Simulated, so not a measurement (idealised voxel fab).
process module | voxel transistor to metal
cross-section cut | 210 nm wide | cells 5 nm
A cross-section is a grid of square cells, given in bands from the top down. A band is one or more rows of cells.
Each band's line starts with the height of the band's top and of its bottom, in nm. Then come its materials from left to right, each with its width in nm. One material with "throughout" fills the band from edge to edge. "air" is empty space.
Height 0 is the level under which the wafer as received is all one material. The lowest band goes on downwards, as in "0 down".
A width such as "30 to 40" changes by the same amount from each row of cells to the next, from the band's top row to its bottom row.
"no change" after a step means that no cell of the cross-section changed.
closed voids: empty space of 8 cells or more with no open way to the top, each as width x height at its distance from the left edge, in nm
after a step's settings: what the simulator itself notes on the step
overlay nm, on a step with a mask: how far to the right of its planned place the mask lay; to the left if negative
Each pair below shows a cross-section before one step and the cross-section after it, down to the lowest band that changed. The line under each pair gives the step between them, with its settings. The pairs can come from different runs of this module on the same starting wafer, so a pair continues from the pair above only where its "before" says so.
before
  40 to 35: W throughout
  35 to 30: W 75 | TiN 25 | W 10 | TiN 25 | W 75
  30 to 25: TiN 80 | HfO2 15 | TiN 5 | W 10 | TiN 5 | HfO2 15 | TiN 80
  25 to 20: HfO2 85 | SiN 5 | HfO2 5 | TiN 5 | W 10 | TiN 5 | HfO2 5 | SiN 5 | HfO2 85
  20 to 10: SiO2 85 | SiN 5 | HfO2 5 | TiN 5 | W 10 | TiN 5 | HfO2 5 | SiN 5 | SiO2 85
  10 to 5: SiO2 70 | pSi 15 | SiN 5 | HfO2 5 | TiN 5 | W 10 | TiN 5 | HfO2 5 | SiN 5 | pSi 15 | SiO2 70
  5 to 0: SiO2 45 | SiN 5 | SiO2 20 | pSi 15 | SiN 5 | HfO2 5 | TiN 20 | HfO2 5 | SiN 5 | pSi 15 | SiO2 20 | SiN 5 | SiO2 45
  0 to -5: SiO2 70 | pSi 15 | HfO2 40 | pSi 15 | SiO2 70
  -5 to -20: SiO2 50 | pSi 35 | Si 40 | pSi 35 | SiO2 50
  -20 to -50: SiO2 50 | Si 110 | SiO2 50
  -50 down: Si throughout
  closed voids: none
after
  20 to 10: SiO2 85 | SiN 5 | HfO2 5 | TiN 5 | W 10 | TiN 5 | HfO2 5 | SiN 5 | SiO2 85
  below 10: unchanged
  closed voids: none
the step between: op CMP | height nm 20
before: the cross-section after the pair above
after
  35 to 20: SiO2 throughout
  below 20: unchanged
  closed voids: none
the step between: op DIRECTIONAL_DEP | material SiO2 | thk nm 15
before: the cross-section after the pair above
after
  50 to 35: aC throughout
  below 35: unchanged
  closed voids: none
the step between: op DIRECTIONAL_DEP | material aC | thk nm 15
before: the cross-section after the pair above
after
  85 to 50: resist 60 | air 15 | resist 60 | air 15 | resist 60
  below 50: unchanged
  closed voids: none
the step between: op PATTERN | tone open | mask id CONTACT | material resist | width nm 15 | pitch nm 75 | thk nm 35 | overlay nm 0
before: the cross-section after the pair above
after
  70 to 50: resist 60 | air 15 | resist 60 | air 15 | resist 60
  50 to 35: aC 60 | air 15 | aC 60 | air 15 | aC 60
  below 35: unchanged
  closed voids: none
the step between: op DIRECTIONAL_ETCH | etch materials aC | depth nm 15
before: the cross-section after the pair above
after
  50 to 35: aC 60 | air 15 | aC 60 | air 15 | aC 60
  below 35: unchanged
  closed voids: none
the step between: op STRIP | etch materials resist
before: the cross-section after the pair above
after
  50 to 35: aC 60 | air 15 | aC 60 | air 15 | aC 60
  35 to 20: SiO2 60 | air 15 | SiO2 60 | air 15 | SiO2 60
  20 to 10: SiO2 60 | air 15 | SiO2 10 | SiN 5 | HfO2 5 | TiN 5 | W 10 | TiN 5 | HfO2 5 | SiN 5 | SiO2 10 | air 15 | SiO2 60
  10 to 5: SiO2 60 | air 10 | pSi 15 | SiN 5 | HfO2 5 | TiN 5 | W 10 | TiN 5 | HfO2 5 | SiN 5 | pSi 15 | air 10 | SiO2 60
  5 to 0: SiO2 45 | SiN 5 | SiO2 10 | air 10 | pSi 15 | SiN 5 | HfO2 5 | TiN 20 | HfO2 5 | SiN 5 | pSi 15 | air 10 | SiO2 10 | SiN 5 | SiO2 45
  0 to -5: SiO2 60 | air 10 | pSi 15 | HfO2 40 | pSi 15 | air 10 | SiO2 60
  below -5: unchanged
  closed voids: none
the step between: op DIRECTIONAL_ETCH | etch materials SiO2 | depth nm 40
before: the cross-section after the pair above
after
  35 to 20: SiO2 60 | air 15 | SiO2 60 | air 15 | SiO2 60
  below 20: unchanged
  closed voids: none
the step between: op STRIP | etch materials aC
before: the cross-section after the pair above
after
  40 to 35: TiN 65 | air 5 | TiN 70 | air 5 | TiN 65
  35 to 20: SiO2 60 | TiN 5 | air 5 | TiN 5 | SiO2 60 | TiN 5 | air 5 | TiN 5 | SiO2 60
  20 to 15: SiO2 60 | TiN 5 | air 5 | TiN 5 | SiO2 10 | SiN 5 | HfO2 5 | TiN 5 | W 10 | TiN 5 | HfO2 5 | SiN 5 | SiO2 10 | TiN 5 | air 5 | TiN 5 | SiO2 60
  15 to 10: SiO2 60 | TiN 15 | SiO2 10 | SiN 5 | HfO2 5 | TiN 5 | W 10 | TiN 5 | HfO2 5 | SiN 5 | SiO2 10 | TiN 15 | SiO2 60
  10 to 5: SiO2 60 | TiN 10 | pSi 15 | SiN 5 | HfO2 5 | TiN 5 | W 10 | TiN 5 | HfO2 5 | SiN 5 | pSi 15 | TiN 10 | SiO2 60
  5 to 0: SiO2 45 | SiN 5 | SiO2 10 | TiN 10 | pSi 15 | SiN 5 | HfO2 5 | TiN 20 | HfO2 5 | SiN 5 | pSi 15 | TiN 10 | SiO2 10 | SiN 5 | SiO2 45
  0 to -5: SiO2 60 | TiN 10 | pSi 15 | HfO2 40 | pSi 15 | TiN 10 | SiO2 60
  below -5: unchanged
  closed voids: none
the step between: op CONFORMAL_DEP | material TiN | thk nm 5
before: the cross-section after the pair above
after
  50 to 40: Ru throughout
  40 to 35: TiN 65 | Ru 5 | TiN 70 | Ru 5 | TiN 65
  35 to 20: SiO2 60 | TiN 5 | Ru 5 | TiN 5 | SiO2 60 | TiN 5 | Ru 5 | TiN 5 | SiO2 60
  20 to 15: SiO2 60 | TiN 5 | Ru 5 | TiN 5 | SiO2 10 | SiN 5 | HfO2 5 | TiN 5 | W 10 | TiN 5 | HfO2 5 | SiN 5 | SiO2 10 | TiN 5 | Ru 5 | TiN 5 | SiO2 60
  below 15: unchanged
  closed voids: none
the step between: op FILL_DEP | material Ru | thk nm 10
before: the cross-section after the pair above
after
  35 to 20: SiO2 60 | TiN 5 | Ru 5 | TiN 5 | SiO2 60 | TiN 5 | Ru 5 | TiN 5 | SiO2 60
  below 20: unchanged
  closed voids: none
the step between: op CMP | height nm 35
before: the cross-section after the pair above
after
  40 to 35: SiCN throughout
  below 35: unchanged
  closed voids: none
the step between: op CONFORMAL_DEP | material SiCN | thk nm 5
before: the cross-section after the pair above
after
  65 to 40: lowk throughout
  below 40: unchanged
  closed voids: none
the step between: op DIRECTIONAL_DEP | material lowk | thk nm 25
before: the cross-section after the pair above
after
  65 to 40: lowk 60 | air 15 | lowk 60 | air 15 | lowk 60
  below 40: unchanged
  closed voids: none
the step between: op MASKED_ETCH | tone open | mask id METAL_1 | width nm 15 | pitch nm 75 | etch materials lowk | depth nm 25 | overlay nm 0
before: the cross-section after the pair above
after
  65 to 40: lowk 60 | air 15 | lowk 60 | air 15 | lowk 60
  40 to 35: SiCN 60 | air 15 | SiCN 60 | air 15 | SiCN 60
  below 35: unchanged
  closed voids: none
the step between: op MASKED_ETCH | tone open | mask id METAL_1 | width nm 15 | pitch nm 75 | etch materials SiCN | depth nm 5 | overlay nm 0
before: the cross-section after the pair above
after
  70 to 65: TiN 65 | air 5 | TiN 70 | air 5 | TiN 65
  65 to 40: lowk 60 | TiN 5 | air 5 | TiN 5 | lowk 60 | TiN 5 | air 5 | TiN 5 | lowk 60
  40 to 35: SiCN 60 | TiN 15 | SiCN 60 | TiN 15 | SiCN 60
  below 35: unchanged
  closed voids: none
the step between: op CONFORMAL_DEP | material TiN | thk nm 5
before: the cross-section after the pair above
after
  80 to 70: Cu throughout
  70 to 65: TiN 65 | Cu 5 | TiN 70 | Cu 5 | TiN 65
  65 to 40: lowk 60 | TiN 5 | Cu 5 | TiN 5 | lowk 60 | TiN 5 | Cu 5 | TiN 5 | lowk 60
  below 40: unchanged
  closed voids: none
the step between: op FILL_DEP | material Cu | thk nm 10
before: the cross-section after the pair above
after
  65 to 40: lowk 60 | TiN 5 | Cu 5 | TiN 5 | lowk 60 | TiN 5 | Cu 5 | TiN 5 | lowk 60
  below 40: unchanged
  closed voids: none
the step between: op CMP | height nm 65
before: the cross-section after the pair above
after
  70 to 65: SiN throughout
  below 65: unchanged
  closed voids: none
the step between: op CONFORMAL_DEP | material SiN | thk nm 5
before
  35 to 20: SiO2 60 | TiN 5 | Ru 5 | TiN 5 | SiO2 60 | TiN 5 | Ru 5 | TiN 5 | SiO2 60
  20 to 15: SiO2 60 | TiN 5 | Ru 5 | TiN 5 | SiO2 10 | SiN 5 | HfO2 5 | TiN 5 | W 10 | TiN 5 | HfO2 5 | SiN 5 | SiO2 10 | TiN 5 | Ru 5 | TiN 5 | SiO2 60
  15 to 10: SiO2 60 | TiN 15 | SiO2 10 | SiN 5 | HfO2 5 | TiN 5 | W 10 | TiN 5 | HfO2 5 | SiN 5 | SiO2 10 | TiN 15 | SiO2 60
  10 to 5: SiO2 60 | TiN 10 | pSi 15 | SiN 5 | HfO2 5 | TiN 5 | W 10 | TiN 5 | HfO2 5 | SiN 5 | pSi 15 | TiN 10 | SiO2 60
  5 to 0: SiO2 45 | SiN 5 | SiO2 10 | TiN 10 | pSi 15 | SiN 5 | HfO2 5 | TiN 20 | HfO2 5 | SiN 5 | pSi 15 | TiN 10 | SiO2 10 | SiN 5 | SiO2 45
  0 to -5: SiO2 60 | TiN 10 | pSi 15 | HfO2 40 | pSi 15 | TiN 10 | SiO2 60
  -5 to -20: SiO2 50 | pSi 35 | Si 40 | pSi 35 | SiO2 50
  -20 to -25: SiO2 50 | Si 110 | SiO2 50
  -25 down: Si throughout
  closed voids: none
after
  60 to 35: lowk throughout
  below 35: unchanged
  closed voids: none
the step between: op DIRECTIONAL_DEP | material lowk | thk nm 25
before: the cross-section after the pair above
after
  65 to 60: SiCN throughout
  below 60: unchanged
  closed voids: none
the step between: op CONFORMAL_DEP | material SiCN | thk nm 5
before: the cross-section after the pair above
after
  65 to 60: SiCN 60 | air 15 | SiCN 60 | air 15 | SiCN 60
  below 60: unchanged
  closed voids: none
the step between: op MASKED_ETCH | tone open | mask id METAL_1 | width nm 15 | pitch nm 75 | etch materials SiCN | depth nm 5 | overlay nm 0
before: the cross-section after the pair above
after
  70 to 65: TiN 65 | air 5 | TiN 70 | air 5 | TiN 65
  65 to 60: SiCN 60 | TiN 15 | SiCN 60 | TiN 15 | SiCN 60
  below 60: unchanged
  closed voids: none
the step between: op CONFORMAL_DEP | material TiN | thk nm 5
before: the cross-section after the pair above
after
  80 to 70: Cu throughout
  70 to 65: TiN 65 | Cu 5 | TiN 70 | Cu 5 | TiN 65
  below 65: unchanged
  closed voids: none
the step between: op FILL_DEP | material Cu | thk nm 10
before: the cross-section after the pair above
after
  65 to 60: SiCN 60 | TiN 15 | SiCN 60 | TiN 15 | SiCN 60
  below 60: unchanged
  closed voids: none
the step between: op CMP | height nm 65
before: the cross-section after the pair above
after
  70 to 65: SiN throughout
  below 65: unchanged
  closed voids: none
the step between: op CONFORMAL_DEP | material SiN | thk nm 5
before
  20 to 10: SiO2 85 | SiN 5 | HfO2 5 | TiN 5 | W 10 | TiN 5 | HfO2 5 | SiN 5 | SiO2 85
  10 to 5: SiO2 70 | pSi 15 | SiN 5 | HfO2 5 | TiN 5 | W 10 | TiN 5 | HfO2 5 | SiN 5 | pSi 15 | SiO2 70
  5 to 0: SiO2 45 | SiN 5 | SiO2 20 | pSi 15 | SiN 5 | HfO2 5 | TiN 20 | HfO2 5 | SiN 5 | pSi 15 | SiO2 20 | SiN 5 | SiO2 45
  0 to -5: SiO2 70 | pSi 15 | HfO2 40 | pSi 15 | SiO2 70
  -5 to -20: SiO2 50 | pSi 35 | Si 40 | pSi 35 | SiO2 50
  -20 to -25: SiO2 50 | Si 110 | SiO2 50
  -25 down: Si throughout
  closed voids: none
after
  25 to 20: SiO2 throughout
  below 20: unchanged
  closed voids: none
the step between: op DIRECTIONAL_DEP | material SiO2 | thk nm 5
before: the cross-section after the pair above
after
  40 to 25: aC throughout
  below 25: unchanged
  closed voids: none
the step between: op DIRECTIONAL_DEP | material aC | thk nm 15
before: the cross-section after the pair above
after
  75 to 40: resist 60 | air 15 | resist 60 | air 15 | resist 60
  below 40: unchanged
  closed voids: none
the step between: op PATTERN | tone open | mask id CONTACT | material resist | width nm 15 | pitch nm 75 | thk nm 35 | overlay nm 0
before: the cross-section after the pair above
after
  60 to 40: resist 60 | air 15 | resist 60 | air 15 | resist 60
  40 to 25: aC 60 | air 15 | aC 60 | air 15 | aC 60
  below 25: unchanged
  closed voids: none
the step between: op DIRECTIONAL_ETCH | etch materials aC | depth nm 15
before: the cross-section after the pair above
after
  40 to 25: aC 60 | air 15 | aC 60 | air 15 | aC 60
  below 25: unchanged
  closed voids: none
the step between: op STRIP | etch materials resist
before: the cross-section after the pair above
after
  40 to 25: aC 60 | air 15 | aC 60 | air 15 | aC 60
  25 to 20: SiO2 60 | air 15 | SiO2 60 | air 15 | SiO2 60
  20 to 10: SiO2 60 | air 15 | SiO2 10 | SiN 5 | HfO2 5 | TiN 5 | W 10 | TiN 5 | HfO2 5 | SiN 5 | SiO2 10 | air 15 | SiO2 60
  10 to 5: SiO2 60 | air 10 | pSi 15 | SiN 5 | HfO2 5 | TiN 5 | W 10 | TiN 5 | HfO2 5 | SiN 5 | pSi 15 | air 10 | SiO2 60
  5 to 0: SiO2 45 | SiN 5 | SiO2 10 | air 10 | pSi 15 | SiN 5 | HfO2 5 | TiN 20 | HfO2 5 | SiN 5 | pSi 15 | air 10 | SiO2 10 | SiN 5 | SiO2 45
  0 to -5: SiO2 60 | air 10 | pSi 15 | HfO2 40 | pSi 15 | air 10 | SiO2 60
  below -5: unchanged
  closed voids: none
the step between: op DIRECTIONAL_ETCH | etch materials SiO2 | depth nm 40
before: the cross-section after the pair above
after
  25 to 20: SiO2 60 | air 15 | SiO2 60 | air 15 | SiO2 60
  below 20: unchanged
  closed voids: none
the step between: op STRIP | etch materials aC
before: the cross-section after the pair above
after
  30 to 25: TiN 65 | air 5 | TiN 70 | air 5 | TiN 65
  25 to 20: SiO2 60 | TiN 5 | air 5 | TiN 5 | SiO2 60 | TiN 5 | air 5 | TiN 5 | SiO2 60
  20 to 15: SiO2 60 | TiN 5 | air 5 | TiN 5 | SiO2 10 | SiN 5 | HfO2 5 | TiN 5 | W 10 | TiN 5 | HfO2 5 | SiN 5 | SiO2 10 | TiN 5 | air 5 | TiN 5 | SiO2 60
  15 to 10: SiO2 60 | TiN 15 | SiO2 10 | SiN 5 | HfO2 5 | TiN 5 | W 10 | TiN 5 | HfO2 5 | SiN 5 | SiO2 10 | TiN 15 | SiO2 60
  10 to 5: SiO2 60 | TiN 10 | pSi 15 | SiN 5 | HfO2 5 | TiN 5 | W 10 | TiN 5 | HfO2 5 | SiN 5 | pSi 15 | TiN 10 | SiO2 60
  5 to 0: SiO2 45 | SiN 5 | SiO2 10 | TiN 10 | pSi 15 | SiN 5 | HfO2 5 | TiN 20 | HfO2 5 | SiN 5 | pSi 15 | TiN 10 | SiO2 10 | SiN 5 | SiO2 45
  0 to -5: SiO2 60 | TiN 10 | pSi 15 | HfO2 40 | pSi 15 | TiN 10 | SiO2 60
  below -5: unchanged
  closed voids: none
the step between: op CONFORMAL_DEP | material TiN | thk nm 5
before: the cross-section after the pair above
after
  40 to 30: Ru throughout
  30 to 25: TiN 65 | Ru 5 | TiN 70 | Ru 5 | TiN 65
  25 to 20: SiO2 60 | TiN 5 | Ru 5 | TiN 5 | SiO2 60 | TiN 5 | Ru 5 | TiN 5 | SiO2 60
  20 to 15: SiO2 60 | TiN 5 | Ru 5 | TiN 5 | SiO2 10 | SiN 5 | HfO2 5 | TiN 5 | W 10 | TiN 5 | HfO2 5 | SiN 5 | SiO2 10 | TiN 5 | Ru 5 | TiN 5 | SiO2 60
  below 15: unchanged
  closed voids: none
the step between: op FILL_DEP | material Ru | thk nm 10
before: the cross-section after the pair above
after
  35 to 30: Ru throughout
  below 30: unchanged
  closed voids: none
the step between: op CMP | height nm 35
before: the cross-section after the pair above
after
  40 to 35: SiCN throughout
  below 35: unchanged
  closed voids: none
the step between: op CONFORMAL_DEP | material SiCN | thk nm 5
before: the cross-section after the pair above
after
  65 to 40: lowk throughout
  below 40: unchanged
  closed voids: none
the step between: op DIRECTIONAL_DEP | material lowk | thk nm 25
before: the cross-section after the pair above
after
  65 to 40: lowk 60 | air 15 | lowk 60 | air 15 | lowk 60
  below 40: unchanged
  closed voids: none
the step between: op MASKED_ETCH | tone open | mask id METAL_1 | width nm 15 | pitch nm 75 | etch materials lowk | depth nm 25 | overlay nm 0
before: the cross-section after the pair above
after
  65 to 40: lowk 60 | air 15 | lowk 60 | air 15 | lowk 60
  40 to 35: SiCN 60 | air 15 | SiCN 60 | air 15 | SiCN 60
  below 35: unchanged
  closed voids: none
the step between: op MASKED_ETCH | tone open | mask id METAL_1 | width nm 15 | pitch nm 75 | etch materials SiCN | depth nm 5 | overlay nm 0
before: the cross-section after the pair above
after
  70 to 65: TiN 65 | air 5 | TiN 70 | air 5 | TiN 65
  65 to 40: lowk 60 | TiN 5 | air 5 | TiN 5 | lowk 60 | TiN 5 | air 5 | TiN 5 | lowk 60
  40 to 35: SiCN 60 | TiN 15 | SiCN 60 | TiN 15 | SiCN 60
  below 35: unchanged
  closed voids: none
the step between: op CONFORMAL_DEP | material TiN | thk nm 5
before: the cross-section after the pair above
after
  80 to 70: Cu throughout
  70 to 65: TiN 65 | Cu 5 | TiN 70 | Cu 5 | TiN 65
  65 to 40: lowk 60 | TiN 5 | Cu 5 | TiN 5 | lowk 60 | TiN 5 | Cu 5 | TiN 5 | lowk 60
  below 40: unchanged
  closed voids: none
the step between: op FILL_DEP | material Cu | thk nm 10
before: the cross-section after the pair above
after
  65 to 40: lowk 60 | TiN 5 | Cu 5 | TiN 5 | lowk 60 | TiN 5 | Cu 5 | TiN 5 | lowk 60
  below 40: unchanged
  closed voids: none
the step between: op CMP | height nm 65
before: the cross-section after the pair above
after
  70 to 65: SiN throughout
  below 65: unchanged
  closed voids: none
the step between: op CONFORMAL_DEP | material SiN | thk nm 5
before
  65 to 40: lowk throughout
  40 to 35: SiCN throughout
  35 to 20: SiO2 60 | TiN 5 | Ru 5 | TiN 5 | SiO2 60 | TiN 5 | Ru 5 | TiN 5 | SiO2 60
  20 to 15: SiO2 60 | TiN 5 | Ru 5 | TiN 5 | SiO2 10 | SiN 5 | HfO2 5 | TiN 5 | W 10 | TiN 5 | HfO2 5 | SiN 5 | SiO2 10 | TiN 5 | Ru 5 | TiN 5 | SiO2 60
  15 to 10: SiO2 60 | TiN 15 | SiO2 10 | SiN 5 | HfO2 5 | TiN 5 | W 10 | TiN 5 | HfO2 5 | SiN 5 | SiO2 10 | TiN 15 | SiO2 60
  10 to 5: SiO2 60 | TiN 10 | pSi 15 | SiN 5 | HfO2 5 | TiN 5 | W 10 | TiN 5 | HfO2 5 | SiN 5 | pSi 15 | TiN 10 | SiO2 60
  5 to 0: SiO2 45 | SiN 5 | SiO2 10 | TiN 10 | pSi 15 | SiN 5 | HfO2 5 | TiN 20 | HfO2 5 | SiN 5 | pSi 15 | TiN 10 | SiO2 10 | SiN 5 | SiO2 45
  0 to -5: SiO2 60 | TiN 10 | pSi 15 | HfO2 40 | pSi 15 | TiN 10 | SiO2 60
  -5 to -20: SiO2 50 | pSi 35 | Si 40 | pSi 35 | SiO2 50
  -20 to -25: SiO2 50 | Si 110 | SiO2 50
  -25 down: Si throughout
  closed voids: none
after
  65 to 40: lowk 60 | air 20 | lowk 55 | air 20 | lowk 55
  below 40: unchanged
  closed voids: none
the step between: op MASKED_ETCH | tone open | mask id METAL_1 | width nm 20 | pitch nm 75 | etch materials lowk | depth nm 25 | overlay nm 0
before: the cross-section after the pair above
after
  65 to 40: lowk 60 | air 20 | lowk 55 | air 20 | lowk 55
  40 to 35: SiCN 60 | air 15 | SiCN 60 | air 15 | SiCN 60
  below 35: unchanged
  closed voids: none
the step between: op MASKED_ETCH | tone open | mask id METAL_1 | width nm 15 | pitch nm 75 | etch materials SiCN | depth nm 5 | overlay nm 0
before: the cross-section after the pair above
after
  70 to 65: TiN 65 | air 10 | TiN 65 | air 10 | TiN 60
  65 to 45: lowk 60 | TiN 5 | air 10 | TiN 5 | lowk 55 | TiN 5 | air 10 | TiN 5 | lowk 55
  45 to 40: lowk 60 | TiN 5 | air 5 | TiN 10 | lowk 55 | TiN 5 | air 5 | TiN 10 | lowk 55
  40 to 35: SiCN 60 | TiN 15 | SiCN 60 | TiN 15 | SiCN 60
  below 35: unchanged
  closed voids: none
the step between: op CONFORMAL_DEP | material TiN | thk nm 5
before: the cross-section after the pair above
after
  80 to 70: Cu throughout
  70 to 65: TiN 65 | Cu 10 | TiN 65 | Cu 10 | TiN 60
  65 to 45: lowk 60 | TiN 5 | Cu 10 | TiN 5 | lowk 55 | TiN 5 | Cu 10 | TiN 5 | lowk 55
  45 to 40: lowk 60 | TiN 5 | Cu 5 | TiN 10 | lowk 55 | TiN 5 | Cu 5 | TiN 10 | lowk 55
  below 40: unchanged
  closed voids: none
the step between: op FILL_DEP | material Cu | thk nm 10
before: the cross-section after the pair above
after
  65 to 45: lowk 60 | TiN 5 | Cu 10 | TiN 5 | lowk 55 | TiN 5 | Cu 10 | TiN 5 | lowk 55
  below 45: unchanged
  closed voids: none
the step between: op CMP | height nm 65
before: the cross-section after the pair above
after
  70 to 65: SiN throughout
  below 65: unchanged
  closed voids: none
the step between: op CONFORMAL_DEP | material SiN | thk nm 5
before
  65 to 40: lowk 60 | air 15 | lowk 60 | air 15 | lowk 60
  40 to 35: SiCN throughout
  35 to 20: SiO2 60 | TiN 5 | Ru 5 | TiN 5 | SiO2 60 | TiN 5 | Ru 5 | TiN 5 | SiO2 60
  20 to 15: SiO2 60 | TiN 5 | Ru 5 | TiN 5 | SiO2 10 | SiN 5 | HfO2 5 | TiN 5 | W 10 | TiN 5 | HfO2 5 | SiN 5 | SiO2 10 | TiN 5 | Ru 5 | TiN 5 | SiO2 60
  15 to 10: SiO2 60 | TiN 15 | SiO2 10 | SiN 5 | HfO2 5 | TiN 5 | W 10 | TiN 5 | HfO2 5 | SiN 5 | SiO2 10 | TiN 15 | SiO2 60
  10 to 5: SiO2 60 | TiN 10 | pSi 15 | SiN 5 | HfO2 5 | TiN 5 | W 10 | TiN 5 | HfO2 5 | SiN 5 | pSi 15 | TiN 10 | SiO2 60
  5 to 0: SiO2 45 | SiN 5 | SiO2 10 | TiN 10 | pSi 15 | SiN 5 | HfO2 5 | TiN 20 | HfO2 5 | SiN 5 | pSi 15 | TiN 10 | SiO2 10 | SiN 5 | SiO2 45
  0 to -5: SiO2 60 | TiN 10 | pSi 15 | HfO2 40 | pSi 15 | TiN 10 | SiO2 60
  -5 to -20: SiO2 50 | pSi 35 | Si 40 | pSi 35 | SiO2 50
  -20 to -25: SiO2 50 | Si 110 | SiO2 50
  -25 down: Si throughout
  closed voids: none
after
  65 to 40: lowk 60 | air 15 | lowk 60 | air 15 | lowk 60
  40 to 35: SiCN 60 | air 10 | SiCN 65 | air 10 | SiCN 65
  below 35: unchanged
  closed voids: none
the step between: op MASKED_ETCH | tone open | mask id METAL_1 | width nm 15 | pitch nm 75 | etch materials SiCN | depth nm 5 | overlay nm -5
before: the cross-section after the pair above
after
  70 to 65: TiN 65 | air 5 | TiN 70 | air 5 | TiN 65
  65 to 45: lowk 60 | TiN 5 | air 5 | TiN 5 | lowk 60 | TiN 5 | air 5 | TiN 5 | lowk 60
  45 to 40: lowk 60 | TiN 15 | lowk 60 | TiN 15 | lowk 60
  40 to 35: SiCN 60 | TiN 10 | SiCN 65 | TiN 10 | SiCN 65
  below 35: unchanged
  closed voids: none
the step between: op CONFORMAL_DEP | material TiN | thk nm 5
before: the cross-section after the pair above
after
  80 to 70: Cu throughout
  70 to 65: TiN 65 | Cu 5 | TiN 70 | Cu 5 | TiN 65
  65 to 45: lowk 60 | TiN 5 | Cu 5 | TiN 5 | lowk 60 | TiN 5 | Cu 5 | TiN 5 | lowk 60
  below 45: unchanged
  closed voids: none
the step between: op FILL_DEP | material Cu | thk nm 10
before: the cross-section after the pair above
after
  65 to 45: lowk 60 | TiN 5 | Cu 5 | TiN 5 | lowk 60 | TiN 5 | Cu 5 | TiN 5 | lowk 60
  below 45: unchanged
  closed voids: none
the step between: op CMP | height nm 65
before: the cross-section after the pair above
after
  70 to 65: SiN throughout
  below 65: unchanged
  closed voids: none
the step between: op CONFORMAL_DEP | material SiN | thk nm 5
before
  40 to 25: air 90 | SiCN 30 | air 90
  25 to 5: air 90 | polySi 30 | air 90
  5 to 0: SiO2 45 | air 45 | polySi 30 | air 45 | SiO2 45
  0 to -5: SiO2 throughout
  -5 to -25: SiO2 50 | Si 110 | SiO2 50
  -25 down: Si throughout
  closed voids: none
after
  45 to 40: air 85 | lowk 40 | air 85
  40 to 25: air 85 | lowk 5 | SiCN 30 | lowk 5 | air 85
  25 to 10: air 85 | lowk 5 | polySi 30 | lowk 5 | air 85
  10 to 5: lowk 50 | air 35 | lowk 5 | polySi 30 | lowk 5 | air 35 | lowk 50
  5 to 0: SiO2 45 | lowk 45 | polySi 30 | lowk 45 | SiO2 45
  below 0: unchanged
  closed voids: none
the step between: op CONFORMAL_DEP | material lowk | thk nm 5
before: the cross-section after the pair above
after
  50 to 45: SiO2 throughout
  45 to 40: SiO2 85 | lowk 40 | SiO2 85
  40 to 25: SiO2 85 | lowk 5 | SiCN 30 | lowk 5 | SiO2 85
  25 to 10: SiO2 85 | lowk 5 | polySi 30 | lowk 5 | SiO2 85
  10 to 5: lowk 50 | SiO2 35 | lowk 5 | polySi 30 | lowk 5 | SiO2 35 | lowk 50
  below 5: unchanged
  closed voids: none
the step between: op FILL_DEP | material SiO2 | thk nm 5
before: the cross-section after the pair above
after
  25 to 10: SiO2 85 | lowk 5 | polySi 30 | lowk 5 | SiO2 85
  below 10: unchanged
  closed voids: none
the step between: op CMP | height nm 25
before: the cross-section after the pair above
after
  25 to 10: SiO2 85 | lowk 5 | air 30 | lowk 5 | SiO2 85
  10 to 5: lowk 50 | SiO2 35 | lowk 5 | air 30 | lowk 5 | SiO2 35 | lowk 50
  5 to 0: SiO2 45 | lowk 45 | air 30 | lowk 45 | SiO2 45
  below 0: unchanged
  closed voids: none
the step between: op STRIP | etch materials polySi
before: the cross-section after the pair above
after
  25 to 20: air 85 | lowk 5 | air 30 | lowk 5 | air 85
  20 to 10: SiO2 85 | lowk 5 | air 30 | lowk 5 | SiO2 85
  10 to 5: lowk 50 | SiO2 35 | lowk 5 | air 30 | lowk 5 | SiO2 35 | lowk 50
  5 to 0: SiO2 45 | lowk 45 | air 30 | lowk 45 | SiO2 45
  0 to -5: SiO2 85 | air 40 | SiO2 85
  below -5: unchanged
  closed voids: none
the step between: op SELECTIVE_ETCH | etch materials SiO2 | depth nm 5
before: the cross-section after the pair above
after
  30 to 25: air 80 | HfO2 15 | air 20 | HfO2 15 | air 80
  25 to 20: HfO2 85 | lowk 5 | HfO2 5 | air 20 | HfO2 5 | lowk 5 | HfO2 85
  20 to 10: SiO2 85 | lowk 5 | HfO2 5 | air 20 | HfO2 5 | lowk 5 | SiO2 85
  10 to 5: lowk 50 | SiO2 35 | lowk 5 | HfO2 5 | air 20 | HfO2 5 | lowk 5 | SiO2 35 | lowk 50
  5 to 0: SiO2 45 | lowk 45 | HfO2 5 | air 20 | HfO2 5 | lowk 45 | SiO2 45
  0 to -5: SiO2 85 | HfO2 40 | SiO2 85
  below -5: unchanged
  closed voids: none
the step between: op CONFORMAL_DEP | material HfO2 | thk nm 5
before: the cross-section after the pair above
after
  35 to 30: air 75 | TiN 25 | air 10 | TiN 25 | air 75
  30 to 25: TiN 80 | HfO2 15 | TiN 5 | air 10 | TiN 5 | HfO2 15 | TiN 80
  25 to 20: HfO2 85 | lowk 5 | HfO2 5 | TiN 5 | air 10 | TiN 5 | HfO2 5 | lowk 5 | HfO2 85
  20 to 10: SiO2 85 | lowk 5 | HfO2 5 | TiN 5 | air 10 | TiN 5 | HfO2 5 | lowk 5 | SiO2 85
  10 to 5: lowk 50 | SiO2 35 | lowk 5 | HfO2 5 | TiN 5 | air 10 | TiN 5 | HfO2 5 | lowk 5 | SiO2 35 | lowk 50
  5 to 0: SiO2 45 | lowk 45 | HfO2 5 | TiN 20 | HfO2 5 | lowk 45 | SiO2 45
  below 0: unchanged
  closed voids: none
the step between: op CONFORMAL_DEP | material TiN | thk nm 5
before: the cross-section after the pair above
after
  40 to 35: W throughout
  35 to 30: W 75 | TiN 25 | W 10 | TiN 25 | W 75
  30 to 25: TiN 80 | HfO2 15 | TiN 5 | W 10 | TiN 5 | HfO2 15 | TiN 80
  25 to 20: HfO2 85 | lowk 5 | HfO2 5 | TiN 5 | W 10 | TiN 5 | HfO2 5 | lowk 5 | HfO2 85
  20 to 10: SiO2 85 | lowk 5 | HfO2 5 | TiN 5 | W 10 | TiN 5 | HfO2 5 | lowk 5 | SiO2 85
  10 to 5: lowk 50 | SiO2 35 | lowk 5 | HfO2 5 | TiN 5 | W 10 | TiN 5 | HfO2 5 | lowk 5 | SiO2 35 | lowk 50
  below 5: unchanged
  closed voids: none
the step between: op FILL_DEP | material W | thk nm 5
before: the cross-section after the pair above
after
  20 to 10: SiO2 85 | lowk 5 | HfO2 5 | TiN 5 | W 10 | TiN 5 | HfO2 5 | lowk 5 | SiO2 85
  below 10: unchanged
  closed voids: none
the step between: op CMP | height nm 20
before: the cross-section after the pair above
after
  35 to 20: SiO2 throughout
  below 20: unchanged
  closed voids: none
the step between: op DIRECTIONAL_DEP | material SiO2 | thk nm 15
before: the cross-section after the pair above
after
  50 to 35: aC throughout
  below 35: unchanged
  closed voids: none
the step between: op DIRECTIONAL_DEP | material aC | thk nm 15
